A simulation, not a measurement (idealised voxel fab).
Process module in this document: voxel transistor to metal
Cross-section cut spans 145 nm and uses square cells 5 nm in size.
The cross-sections in this document take the form of a grid made of square cells. They are written out as bands, in order from top to bottom. Each band consists of one or more rows of cells. For a band, the entry starts with two heights in nm, that of the top and then that of the bottom, and carries on with the band's materials in order from left to right, each alongside its width in nm; the word "everywhere" beside a single material means it fills the band edge to edge, and "air" means empty space. Heads up on the height convention: 0 is the point under which the incoming wafer is all one material, and the lowest band has no bottom, it just keeps going down, like "0 -> down". When a width is written as two numbers, as in "30..40", the first number is the width in the top row of cells of the band and the second is the width in its bottom row, and the width changes by the same amount from each row to the next. "no modification" -> step changed no cross-section cell. "Unvented internal voids" contains a list of empty spaces, each no smaller than 8 cells and without an open way to the top, written in the form width x height at distance with the distance from the left edge and all three in nm. Past the settings on a step's line: simulator remark, on that step. Regarding "overlay nm": on a step with a mask, it is the distance the mask lay to the right of its planned place; a negative value places it to the left.

Planned step list for the process
1. RECEIVE: material Si
2. OXIDIZE: depth nm 5
3. CONFORMAL_DEP: material SiN, thk nm 10
4. MASKED_ETCH: tone cover, mask id ACTIVE, width nm 95, etch materials SiN, depth nm 10, overlay nm 0
5. MASKED_ETCH: tone cover, mask id ACTIVE, width nm 95, etch materials SiO2, depth nm 5, overlay nm 0
6. MASKED_ETCH: tone cover, mask id ACTIVE, width nm 95, etch materials Si, depth nm 20, overlay nm 0
7. FILL_DEP: material SiO2, thk nm 10
8. CMP: height nm 10
9. SELECTIVE_ETCH: etch materials SiO2, depth nm 5
10. STRIP: etch materials SiN
11. SELECTIVE_ETCH: etch materials SiO2, depth nm 5
12. OXIDIZE: depth nm 5
13. DIRECTIONAL_DEP: material polySi, thk nm 25
14. DIRECTIONAL_DEP: material SiCN, thk nm 10
15. MASKED_ETCH: tone cover, mask id GATE, width nm 25, etch materials SiCN, depth nm 20, overlay nm 0
16. MASKED_ETCH: tone cover, mask id GATE, width nm 25, etch materials polySi, depth nm 35, overlay nm 0
17. CONFORMAL_DEP: material SiN, thk nm 10
18. DIRECTIONAL_ETCH: etch materials SiN, depth nm 10
19. DIRECTIONAL_ETCH: etch materials SiO2, depth nm 5
20. DIRECTIONAL_ETCH: etch materials Si, depth nm 15
21. EPI: material SiGe, thk nm 20
22. FILL_DEP: material SiO2, thk nm 10
23. CMP: height nm 30
24. DIRECTIONAL_DEP: material SiO2, thk nm 15
25. DIRECTIONAL_DEP: material aC, thk nm 15
26. PATTERN: tone open, mask id CONTACT, material resist, width nm 25, pitch nm 60, thk nm 30, overlay nm 0
27. DIRECTIONAL_ETCH: etch materials aC, depth nm 15
28. STRIP: etch materials resist
29. DIRECTIONAL_ETCH: etch materials SiO2, depth nm 35
30. STRIP: etch materials aC
31. CONFORMAL_DEP: material TiN, thk nm 5
32. FILL_DEP: material Ru, thk nm 5
33. CMP: height nm 45
34. CONFORMAL_DEP: material SiN, thk nm 5
35. DIRECTIONAL_DEP: material SiO2, thk nm 20
36. PATTERN: tone open, mask id METAL_1, material resist, width nm 15, pitch nm 70, thk nm 15, overlay nm 0
37. DIRECTIONAL_ETCH: etch materials SiO2, depth nm 20
38. DIRECTIONAL_ETCH: etch materials SiN, depth nm 5
39. STRIP: etch materials resist
40. CONFORMAL_DEP: material TiN, thk nm 5
41. FILL_DEP: material W, thk nm 5
42. CMP: height nm 70
43. CONFORMAL_DEP: material SiCN, thk nm 5
The plan shows the depth nm of step 11 as the first wafer had it; this setting differs between the wafers, which start out alike.

Step 1 complete: as-received cross-section of the first of several wafers
> 0 -> down  Si everywhere
> Unvented internal voids: none

Per wafer (row), end of module: delta in cells per material since receipt, (+) for gained, (-) for lost; closed voids after that
depth nm 5, +28 Ru, -112 Si, +39 SiCN, +64 SiGe, +55 SiN, +272 SiO2, +56 TiN, +8 W, +25 polySi, Unvented internal voids: none
depth nm 10, +28 Ru, -114 Si, +39 SiCN, +70 SiGe, +55 SiN, +268 SiO2, +56 TiN, +8 W, +25 polySi, Unvented internal voids: none
depth nm 15, +28 Ru, -116 Si, +39 SiCN, +62 SiGe, +61 SiN, +272 SiO2, +56 TiN, +8 W, +25 polySi, Unvented internal voids: none
depth nm 20, +28 Ru, -118 Si, +39 SiCN, +58 SiGe, +67 SiN, +272 SiO2, +56 TiN, +8 W, +25 polySi, Unvented internal voids: none
